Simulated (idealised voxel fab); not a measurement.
Module name: voxel lift off (process module)
Cross-sectional view cut (width: 245 nm; square cell size: 5 nm).
Bands, listed from the top down, are how a cross-section gets written in this document; the cross-section itself is a grid of square cells, and a band is one or more rows of them. A band entry consists of two parts. The first gives the height of the band's top and the height of its bottom, in nm. The rest lists the band's materials from left to right, each with its width in nm. A single material labelled with the word "throughout" fills the band from edge to edge, and the word "air" marks empty space. Beneath 0, the wafer as received is one material, and that level is where height counting begins. The lowest band goes on downward without a bottom; it is written like "from 0 down". Think of "30 to 40" as a width that walks from the first number to the second as you go down the band, top row to bottom row, taking equal-sized steps from row to row. "nothing altered" means the step left every cell of the cross-section as it was. The list in "Fully sealed cavities" covers empty spaces of 8 cells or more that cannot reach the top through any open way, and it gives each as width x height at distance; the distance is from the left edge, and width, height and distance are in nm. That trailing text on a step's line, after the settings, is the simulator's own remark on the step. A step's line can hold "overlay nm"; with a mask on that step, the setting says how far right of the planned place the mask lay, while a negative setting says it lay to the left.
## Intended process steps
1: RECEIVE with material Si
2: CONFORMAL_DEP with material SiO2, thk nm 5
3: PATTERN with tone open, mask id LINES, material resist, width nm 30, pitch nm 55, thk nm 20, overlay nm 0
4: DIRECTIONAL_DEP with material Ru, thk nm 10
5: STRIP with etch materials resist
6: CONFORMAL_DEP with material SiO2, thk nm 5
## The first of two wafers, run as planned
## As received (post step 1): cross-section
	from 0 down: Si throughout
	Fully sealed cavities: none
## Step 2 complete: cross-section through the wafer
	from 5 to 0: SiO2 throughout
	Under 0: no change, same as before.
## Step 3 complete: cross-section through the wafer
	from 25 to 5: resist (80), air (30), resist (25), air (30), resist (80)
	Under 5: no change, same as before.
## Step 4 complete: cross-section through the wafer
	from 35 to 25: Ru (80), air (30), Ru (25), air (30), Ru (80)
	from 25 to 15: resist (80), air (30), resist (25), air (30), resist (80)
	from 15 to 5: resist (80), Ru (30), resist (25), Ru (30), resist (80)
	Under 5: no change, same as before.
## Step 5 complete: cross-section through the wafer
	from 15 to 5: air (80), Ru (30), air (25), Ru (30), air (80)
	Under 5: no change, same as before.
## Step 6 complete: cross-section through the wafer
	from 20 to 15: air (75), SiO2 (40), air (15), SiO2 (40), air (75)
	from 15 to 10: air (75), SiO2 (5), Ru (30), SiO2 (5), air (15), SiO2 (5), Ru (30), SiO2 (5), air (75)
	from 10 to 5: SiO2 (80), Ru (30), SiO2 (25), Ru (30), SiO2 (80)
	Under 5: no change, same as before.
## The second wafer began exactly as the first did and followed the same plan, but one mistake was made while running it; through step 2 inclusive, the two wafers are identical
## Cross-section of the second wafer when, according to plan, step 3 should have finished
	from 25 to 5: air (80), resist (30), air (25), resist (30), air (80)
	Under 5: no change, same as before.
## Cross-section of the second wafer when, according to plan, step 4 should have finished
	from 35 to 25: air (80), Ru (30), air (25), Ru (30), air (80)
	from 25 to 15: air (80), resist (30), air (25), resist (30), air (80)
	from 15 to 5: Ru (80), resist (30), Ru (25), resist (30), Ru (80)
	Under 5: no change, same as before.
## Cross-section of the second wafer when, according to plan, step 5 should have finished
	from 15 to 5: Ru (80), air (30), Ru (25), air (30), Ru (80)
	Under 5: no change, same as before.
## Cross-section of the second wafer when, according to plan, step 6 should have finished
	from 20 to 15: SiO2 (85), air (20), SiO2 (35), air (20), SiO2 (85)
	from 15 to 10: Ru (80), SiO2 (5), air (20), SiO2 (5), Ru (25), SiO2 (5), air (20), SiO2 (5), Ru (80)
	from 10 to 5: Ru (80), SiO2 (30), Ru (25), SiO2 (30), Ru (80)
	Under 5: no change, same as before.
What went wrong in running the wafer? step 3 was processed under conditions differing from the plan, specifically as PATTERN with tone cover, mask id LINES, material resist, width nm 30, pitch nm 55, thk nm 20, overlay nm 0
FYI, end of process, the second wafer has more or fewer cells of some materials than the first: Ru: 50 more
